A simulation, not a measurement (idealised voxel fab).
process module | voxel capacitor over wiring
cross-section cut | 260 nm wide | cells 5 nm
A cross-section is a grid of square cells, given in bands from the top down. A band is one or more rows of cells.
Each band's line starts with the height of the band's top and of its bottom, in nm. Then come its materials from left to right, each with its width in nm. One material with "throughout" fills the band from edge to edge. "air" is empty space.
Height 0 is the level under which the wafer as received is all one material. The lowest band goes on downwards, as in "0 down".
A width such as "30 to 40" changes by the same amount from each row of cells to the next, from the band's top row to its bottom row.
"no change" after a step means that no cell of the cross-section changed.
closed voids: empty space of 8 cells or more with no open way to the top, each as width x height at its distance from the left edge, in nm
after a step's settings: what the simulator itself notes on the step
overlay nm, on a step with a mask: how far to the right of its planned place the mask lay; to the left if negative
plan
1 op RECEIVE | material Si
2 op CONFORMAL_DEP | material SiO2 | thk nm 15
3 op DIRECTIONAL_DEP | material TiN | thk nm 5
4 op DIRECTIONAL_DEP | material Ru | thk nm 25
5 op PATTERN | tone cover | mask id METAL_1 | material resist | width nm 25 | pitch nm 95 | thk nm 15 | overlay nm 0
6 op DIRECTIONAL_ETCH | etch materials Ru | depth nm 25
7 op DIRECTIONAL_ETCH | etch materials TiN | depth nm 5
8 op STRIP | etch materials resist
9 op FILL_DEP | material SiO2 | thk nm 5
10 op CMP | height nm 45
11 op CONFORMAL_DEP | material SiCN | thk nm 5
12 op DIRECTIONAL_DEP | material SiO2 | thk nm 10
13 op DIRECTIONAL_DEP | material aC | thk nm 10
14 op PATTERN | tone open | mask id PLUG_1 | material resist | width nm 15 | thk nm 25 | overlay nm 0
15 op DIRECTIONAL_ETCH | etch materials aC | depth nm 10
16 op STRIP | etch materials resist
17 op DIRECTIONAL_ETCH | etch materials SiO2 | depth nm 10
18 op DIRECTIONAL_ETCH | etch materials SiCN | depth nm 5
19 op STRIP | etch materials aC
20 op EPI | material Ru | thk nm 10
21 op EPI | material Ru | thk nm 5
22 op DIRECTIONAL_DEP | material TiN | thk nm 5
23 op DIRECTIONAL_DEP | material Al2O3 | thk nm 5
24 op DIRECTIONAL_DEP | material TiN | thk nm 5
25 op MASKED_ETCH | tone cover | mask id UPPER_PLATE | width nm 75 | etch materials TiN | depth nm 5 | overlay nm 0
26 op MASKED_ETCH | tone cover | mask id UPPER_PLATE | width nm 75 | etch materials Al2O3 | depth nm 5 | overlay nm 0
27 op DIRECTIONAL_DEP | material aC | thk nm 15
28 op PATTERN | tone cover | mask id LOWER_PLATE | material resist | width nm 85 | thk nm 30 | overlay nm 0
29 op DIRECTIONAL_ETCH | etch materials aC | depth nm 15
30 op STRIP | etch materials resist
31 op DIRECTIONAL_ETCH | etch materials TiN | depth nm 5
32 op STRIP | etch materials aC
33 op FILL_DEP | material SiO2 | thk nm 15
34 op CMP | height nm 85
35 op MASKED_ETCH | tone open | mask id PLUG_2 | width nm 15 | etch materials SiO2 | depth nm 10 | overlay nm 0
36 op CONFORMAL_DEP | material TiN | thk nm 5
37 op FILL_DEP | material W | thk nm 5
38 op CMP | height nm 85
39 op CONFORMAL_DEP | material SiN | thk nm 5
as received, after step 1
  0 down: Si throughout
  closed voids: none
a wafer at the end: this start, this plan, one mistake
  90 to 85: SiN throughout
  85 to 80: SiO2 90 | TiN 5 | W 5 | TiN 5 | SiO2 155
  80 to 70: SiO2 90 to 80 | TiN 15 to 75 | SiO2 155 to 105
  70 to 65: SiO2 80 | Al2O3 75 | SiO2 105
  65 to 60: SiO2 75 | TiN 85 | SiO2 100
  60 to 50: SiO2 80 | Ru 15 | SiO2 165
  50 to 45: SiCN 80 | Ru 15 | SiCN 165
  45 to 20: SiO2 70 | Ru 25 | SiO2 70 | Ru 25 | SiO2 70
  20 to 15: SiO2 70 | TiN 25 | SiO2 70 | TiN 25 | SiO2 70
  15 to 0: SiN throughout
  0 down: Si throughout
  closed voids: none
what went wrong: step 2 ran as: op CONFORMAL_DEP | material SiN | thk nm 15
